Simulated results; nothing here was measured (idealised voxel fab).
Process module, titled voxel transistor to metal
Each square cell in cross-section cut measures 5 nm, and the section as a whole is 215 nm wide.
Throughout this document, each cross-section is represented as a grid of square cells and is presented as a sequence of bands enumerated from the top downward, where a band comprises one or more rows of cells. The band entry comprises the height of the band's top followed by the height of its bottom, expressed in nm, and subsequently the band's materials from left to right, each stated together with its width in nm. Where a single material is marked with the word "edge to edge", that material fills the band from edge to edge. The word "empty" represents empty space. Height datum 0, below which the as-received substrate wafer is one material. Lowest band open at the bottom, running downward: "0 nm and below". Graded width ("30..40"): value in top row of band = first number; value in bottom row = second number; row-to-row change constant. When a step is marked "same as before", none of the cells in the cross-section changed during that step. "Enclosed internal voids" means: voids of 8 cells or more that are shut off from the top with no open way through. Written width x height at distance, distance from the left edge, in nm. Read whatever lies past the settings on a step's line as the simulator's own remark about the step. The optional step-line setting "overlay nm" applies to steps with a mask and quantifies how far to the right of its planned location the mask lay, a negative value indicating leftward placement.

Planned step list for the process:
1. RECEIVE with material Si
2. OXIDIZE with depth nm 5
3. CONFORMAL_DEP with material SiN, thk nm 10
4. DIRECTIONAL_DEP with material aC, thk nm 10
5. PATTERN with tone cover, mask id ACTIVE, material resist, width nm 120, thk nm 25, overlay nm 0
6. DIRECTIONAL_ETCH with etch materials aC, depth nm 10
7. STRIP with etch materials resist
8. DIRECTIONAL_ETCH with etch materials SiN, depth nm 10
9. DIRECTIONAL_ETCH with etch materials SiO2, depth nm 5
10. DIRECTIONAL_ETCH with etch materials Si, depth nm 25
11. STRIP with etch materials aC
12. FILL_DEP with material SiO2, thk nm 15
13. CMP with height nm 10
14. SELECTIVE_ETCH with etch materials SiO2, depth nm 5
15. STRIP with etch materials SiN
16. SELECTIVE_ETCH with etch materials SiO2, depth nm 5
17. OXIDIZE with depth nm 5
18. DIRECTIONAL_DEP with material polySi, thk nm 20
19. DIRECTIONAL_DEP with material SiCN, thk nm 10
20. MASKED_ETCH with tone cover, mask id GATE, width nm 30, etch materials SiCN, depth nm 20, overlay nm 0
21. MASKED_ETCH with tone cover, mask id GATE, width nm 30, etch materials polySi, depth nm 30, overlay nm 0
22. CONFORMAL_DEP with material SiO2, thk nm 5
23. DIRECTIONAL_ETCH with etch materials SiO2, depth nm 5
24. CONFORMAL_DEP with material SiN, thk nm 5
25. DIRECTIONAL_ETCH with etch materials SiN, depth nm 5
26. DIRECTIONAL_ETCH with etch materials SiO2, depth nm 5
27. EPI with material pSi, thk nm 5
28. FILL_DEP with material SiO2, thk nm 10
29. CMP with height nm 15
30. STRIP with etch materials polySi
31. SELECTIVE_ETCH with etch materials SiO2, depth nm 5
32. CONFORMAL_DEP with material HfO2, thk nm 5
33. CONFORMAL_DEP with material TiN, thk nm 5
34. FILL_DEP with material W, thk nm 10
35. CMP with height nm 10
36. DIRECTIONAL_DEP with material SiO2, thk nm 15
37. MASKED_ETCH with tone open, mask id CONTACT, width nm 20, pitch nm 90, etch materials SiO2, depth nm 30, overlay nm 0
38. CONFORMAL_DEP with material TiN, thk nm 5
39. FILL_DEP with material W, thk nm 10
40. CMP with height nm 25
41. CONFORMAL_DEP with material SiN, thk nm 5
42. DIRECTIONAL_DEP with material SiO2, thk nm 20
43. MASKED_ETCH with tone open, mask id METAL_1, width nm 20, pitch nm 90, etch materials SiO2, depth nm 20, overlay nm 0
44. MASKED_ETCH with tone open, mask id METAL_1, width nm 20, pitch nm 90, etch materials SiN, depth nm 5, overlay nm 0
45. CONFORMAL_DEP with material TiN, thk nm 5
46. FILL_DEP with material Ru, thk nm 5
47. CMP with height nm 50
48. CONFORMAL_DEP with material SiCN, thk nm 5
Wafer-to-wafer difference: depth nm, step 25. Common start. Plan = first wafer's value.

Cross-section of the first of several received wafers, showing its state after step 1:
  0 nm and below  Si edge to edge
  Enclosed internal voids: none

Heads up, this table goes wafer by wafer. A row tells you, at the end of the module, how many cells of each material that wafer has put on (+) or dropped (-) since it was received, and then its closed voids:
depth nm 5; +14 HfO2; +16 Ru; -162 Si; +43 SiCN; +43 SiN; +417 SiO2; +62 TiN; +28 W; +12 pSi; Enclosed internal voids: none
depth nm 10; +14 HfO2; +16 Ru; -162 Si; +43 SiCN; +41 SiN; +417 SiO2; +62 TiN; +28 W; +14 pSi; Enclosed internal voids: none
depth nm 15; +14 HfO2; +16 Ru; -162 Si; +43 SiCN; +41 SiN; +417 SiO2; +62 TiN; +28 W; +14 pSi; Enclosed internal voids: none
depth nm 20; +14 HfO2; +16 Ru; -162 Si; +43 SiCN; +41 SiN; +417 SiO2; +62 TiN; +28 W; +14 pSi; Enclosed internal voids: none
